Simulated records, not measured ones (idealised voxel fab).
Proc. module: voxel local oxidation
Xsec cut, 150 nm wide, square cell size 5 nm.
Cross-sections here: square-cell grids, written as top-down lists of bands, a band being one or more rows of cells.
The band entry comprises the height of the band's top followed by the height of its bottom, expressed in nm, and subsequently the band's materials from left to right, each stated together with its width in nm. Where a single material is marked with the word "throughout", that material fills the band from edge to edge. The word "blank" represents empty space.
For the purposes of this specification, 0 denotes the height below which the wafer in its as-received condition is composed wholly of one material, and the lowermost band, lacking a lower limit, extends downward without end, as expressed in "from 0 down".
So if you see something like "30 to 40" for the width, read it as the top row of the band sitting at the first number and the bottom row at the second, with every row in between moving by the same amount as the last.
For the purposes of this document, the phrase "no change occurred" attached to a step denotes that no cell within the cross-section was modified by that step.
"Unvented cavities" specifies each empty space that is not open to the top and that occupies no fewer than 8 cells, using the form width x height at distance, the distance measured from the left edge and all three quantities in nm.
What comes after the settings on a step's line is commentary from the simulator itself on that step.
overlay nm: where the mask lay relative to plan, measured to the right, on steps with a mask; negatives go left.
Intended process steps
| 1 | op RECEIVE | material Si |
| 2 | op OXIDIZE | depth nm 5 |
| 3 | op CONFORMAL_DEP | material SiN | thk nm 15 |
| 4 | op DIRECTIONAL_DEP | material aC | thk nm 15 |
| 5 | op PATTERN | tone cover | mask id ACTIVE | material resist | width nm 95 | thk nm 30 | overlay nm 0 |
| 6 | op DIRECTIONAL_ETCH | etch materials aC | depth nm 15 |
| 7 | op STRIP | etch materials resist |
| 8 | op DIRECTIONAL_ETCH | etch materials SiN | depth nm 15 |
| 9 | op STRIP | etch materials aC |
| 10 | op SELECTIVE_ETCH | etch materials SiO2 | depth nm 5 |
| 11 | op OXIDIZE | depth nm 15 |
| 12 | op STRIP | etch materials SiN |
The first of two wafers, run as planned
Cross-section of the wafer as it came to us, i.e., already through step 1
    from 0 down: Si throughout
    Unvented cavities: none
Cross-section of the wafer subsequent to step 2
    from 0 to -5: SiO2 throughout
    Lower than -5, everything is as it was.
Cross-section of the wafer subsequent to step 3
    from 15 to 0: SiN throughout
    Lower than 0, everything is as it was.
Cross-section of the wafer subsequent to step 4
    from 30 to 15: aC throughout
    Lower than 15, everything is as it was.
Cross-section of the wafer subsequent to step 5
    from 60 to 30: blank 25 nm / resist 95 nm / blank 30 nm
    Lower than 30, everything is as it was.
Cross-section of the wafer subsequent to step 6
    from 45 to 30: blank 25 nm / resist 95 nm / blank 30 nm
    from 30 to 15: blank 25 nm / aC 95 nm / blank 30 nm
    Lower than 15, everything is as it was.
Cross-section of the wafer subsequent to step 7
    from 30 to 15: blank 25 nm / aC 95 nm / blank 30 nm
    Lower than 15, everything is as it was.
Cross-section of the wafer subsequent to step 8
    from 30 to 15: blank 25 nm / aC 95 nm / blank 30 nm
    from 15 to 0: blank 25 nm / SiN 95 nm / blank 30 nm
    Lower than 0, everything is as it was.
Cross-section of the wafer subsequent to step 9
    from 15 to 0: blank 25 nm / SiN 95 nm / blank 30 nm
    Lower than 0, everything is as it was.
Cross-section of the wafer subsequent to step 10
    from 15 to 0: blank 25 nm / SiN 95 nm / blank 30 nm
    from 0 to -5: blank 30 nm / SiO2 85 nm / blank 35 nm
    Lower than -5, everything is as it was.
Cross-section of the wafer subsequent to step 11
    from 15 to 0: blank 25 nm / SiN 95 nm / blank 30 nm
    from 0 to -5: blank 30 nm / SiO2 85 nm / blank 35 nm
    from -5 to -20: SiO2 45 nm / Si 55 nm / SiO2 50 nm
    Lower than -20, everything is as it was.
Cross-section of the wafer subsequent to step 12
    from 0 to -5: blank 30 nm / SiO2 85 nm / blank 35 nm
    Lower than -5, everything is as it was.
Second wafer, same starting conditions and recipe as the first, one mistake in executing it, nothing differs from the first up to and including step 8
Second wafer, sectioned view, at step 9's planned end time
    from 30 to 15: blank 25 nm / aC 95 nm / blank 30 nm
    from 15 to 0: blank 25 nm / SiN 95 nm / blank 30 nm
    from 0 to -5: blank 30 nm / SiO2 85 nm / blank 35 nm
    Lower than -5, everything is as it was.
Second wafer, sectioned view, at step 10's planned end time
    from 15 to 0: blank 25 nm / SiN 95 nm / blank 30 nm
    Lower than 0, everything is as it was.
Second wafer, sectioned view, at step 11's planned end time
    from 15 to 0: blank 25 nm / SiN 95 nm / blank 30 nm
    from 0 to -5: blank 30 nm / SiO2 85 nm / blank 35 nm
    from -5 to -20: SiO2 45 nm / Si 55 nm / SiO2 50 nm
    Lower than -20, everything is as it was.
Second wafer, sectioned view, at step 12's planned end time
    from 0 to -5: blank 30 nm / SiO2 85 nm / blank 35 nm
    Lower than -5, everything is as it was.
Deviation noted in wafer processing: plan vs actual: 9 and 10 interchanged
Upon completion, the cross-sectional profiles of the two wafers are identical; consequently, the error exerts no influence on the quantities computed by this model.
